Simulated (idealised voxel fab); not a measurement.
Module name: voxel spacer lines (process module)
Section cut is 210 nm wide and gridded with 5 nm square cells.
This document writes a cross-section as a grid whose cells are square, and gives it as bands, listed from the top down; one or more rows of cells form a band.
Quick guide to a band line: top height, bottom height (nm) up front; then every material left to right with its width in nm. Only one material and it's marked "throughout"? Then it fills the band edge to edge. And "air" just means empty space.
Below 0: as-received wafer, all one material; heights counted from there. Lowest band: no bottom, goes on down, written "0 down".
The notation "30..40" denotes a width that varies across the rows of cells in the band, beginning at the first number in the top row, finishing at the second number in the bottom row, and changing by an identical amount from each row to the next.
The designation "changes: none", where it is given for a processing step, indicates that no cell of the cross-section was altered in the course of that step.
Basically, "Sealed void listing" tells you about the enclosed voids: empty spaces with no open way to the top, 8 cells or bigger, each written width x height at distance, where distance is from the left edge, all in nm.
Note: text after step settings on the step line = simulator remark on that step.
The "overlay nm" setting may appear on a step's line; for a step that uses a mask, it gives how far to the right of its planned position the mask lay, and a negative value indicates the left.
### Set out below are the planned steps of the process
step 1: RECEIVE,material Si
step 2: CONFORMAL_DEP,material Al2O3,thk nm 10
step 3: DIRECTIONAL_DEP,material TiN,thk nm 10
step 4: DIRECTIONAL_DEP,material polySi,thk nm 30
step 5: PATTERN,tone cover,mask id MANDREL,material resist,width nm 15,pitch nm 50,thk nm 40,overlay nm 0
step 6: DIRECTIONAL_ETCH,etch materials polySi,depth nm 30
step 7: STRIP,etch materials resist
step 8: CONFORMAL_DEP,material SiO2,thk nm 10
step 9: DIRECTIONAL_ETCH,etch materials SiO2,depth nm 10
step 10: STRIP,etch materials polySi
step 11: DIRECTIONAL_ETCH,etch materials TiN,depth nm 10
step 12: STRIP,etch materials SiO2
### First of two wafers: run as planned
### Wafer as received: cross-section following step 1
- 0 down = Si throughout
- Sealed void listing: none
### Upon completion of step 2, the wafer appears in cross-section as shown
- 10 to 0 = Al2O3 throughout
- Under 0: no change, same as before.
### Upon completion of step 3, the wafer appears in cross-section as shown
- 20 to 10 = TiN throughout
- Under 10: no change, same as before.
### Upon completion of step 4, the wafer appears in cross-section as shown
- 50 to 20 = polySi throughout
- Under 20: no change, same as before.
### Upon completion of step 5, the wafer appears in cross-section as shown
- 90 to 50 = air: 45; resist: 15; air: 35; resist: 15; air: 35; resist: 15; air: 50
- Under 50: no change, same as before.
### Upon completion of step 6, the wafer appears in cross-section as shown
- 90 to 50 = air: 45; resist: 15; air: 35; resist: 15; air: 35; resist: 15; air: 50
- 50 to 20 = air: 45; polySi: 15; air: 35; polySi: 15; air: 35; polySi: 15; air: 50
- Under 20: no change, same as before.
### Upon completion of step 7, the wafer appears in cross-section as shown
- 50 to 20 = air: 45; polySi: 15; air: 35; polySi: 15; air: 35; polySi: 15; air: 50
- Under 20: no change, same as before.
### Upon completion of step 8, the wafer appears in cross-section as shown
- 60 to 50 = air: 35; SiO2: 35; air: 15; SiO2: 35; air: 15; SiO2: 35; air: 40
- 50 to 30 = air: 35; SiO2: 10; polySi: 15; SiO2: 10; air: 15; SiO2: 10; polySi: 15; SiO2: 10; air: 15; SiO2: 10; polySi: 15; SiO2: 10; air: 40
- 30 to 20 = SiO2: 45; polySi: 15; SiO2: 35; polySi: 15; SiO2: 35; polySi: 15; SiO2: 50
- Under 20: no change, same as before.
### Upon completion of step 9, the wafer appears in cross-section as shown
- 50 to 20 = air: 35; SiO2: 10; polySi: 15; SiO2: 10; air: 15; SiO2: 10; polySi: 15; SiO2: 10; air: 15; SiO2: 10; polySi: 15; SiO2: 10; air: 40
- Under 20: no change, same as before.
### Upon completion of step 10, the wafer appears in cross-section as shown
- 50 to 20 = air: 35; SiO2: 10; air: 15; SiO2: 10; air: 15; SiO2: 10; air: 15; SiO2: 10; air: 15; SiO2: 10; air: 15; SiO2: 10; air: 40
- Under 20: no change, same as before.
### Upon completion of step 11, the wafer appears in cross-section as shown
- 50 to 20 = air: 35; SiO2: 10; air: 15; SiO2: 10; air: 15; SiO2: 10; air: 15; SiO2: 10; air: 15; SiO2: 10; air: 15; SiO2: 10; air: 40
- 20 to 10 = air: 35; TiN: 10; air: 15; TiN: 10; air: 15; TiN: 10; air: 15; TiN: 10; air: 15; TiN: 10; air: 15; TiN: 10; air: 40
- Under 10: no change, same as before.
### Upon completion of step 12, the wafer appears in cross-section as shown
- 20 to 10 = air: 35; TiN: 10; air: 15; TiN: 10; air: 15; TiN: 10; air: 15; TiN: 10; air: 15; TiN: 10; air: 15; TiN: 10; air: 40
- Under 10: no change, same as before.
### Second wafer. Start and plan as for the first. One mistake made in running. Agrees with the first up to and including step 9
### Here is the second wafer in cross-section at the point where step 10 of the plan should have been done
- 50 to 20 = air: 35; SiO2: 10; polySi: 15; SiO2: 10; air: 15; SiO2: 10; polySi: 15; SiO2: 10; air: 15; SiO2: 10; polySi: 15; SiO2: 10; air: 40
- 20 to 10 = air: 35; TiN: 35; air: 15; TiN: 35; air: 15; TiN: 35; air: 40
- Under 10: no change, same as before.
### Here is the second wafer in cross-section at the point where step 11 of the plan should have been done
- 50 to 20 = air: 35; SiO2: 10; air: 15; SiO2: 10; air: 15; SiO2: 10; air: 15; SiO2: 10; air: 15; SiO2: 10; air: 15; SiO2: 10; air: 40
- Under 20: no change, same as before.
### Here is the second wafer in cross-section at the point where step 12 of the plan should have been done
- 20 to 10 = air: 35; TiN: 35; air: 15; TiN: 35; air: 15; TiN: 35; air: 40
- Under 10: no change, same as before.
Processing error: steps 10 and 11 of the plan were run in the wrong order, each in the other's place
Cell-count delta at end, second wafer over first, by material: 18 more of TiN
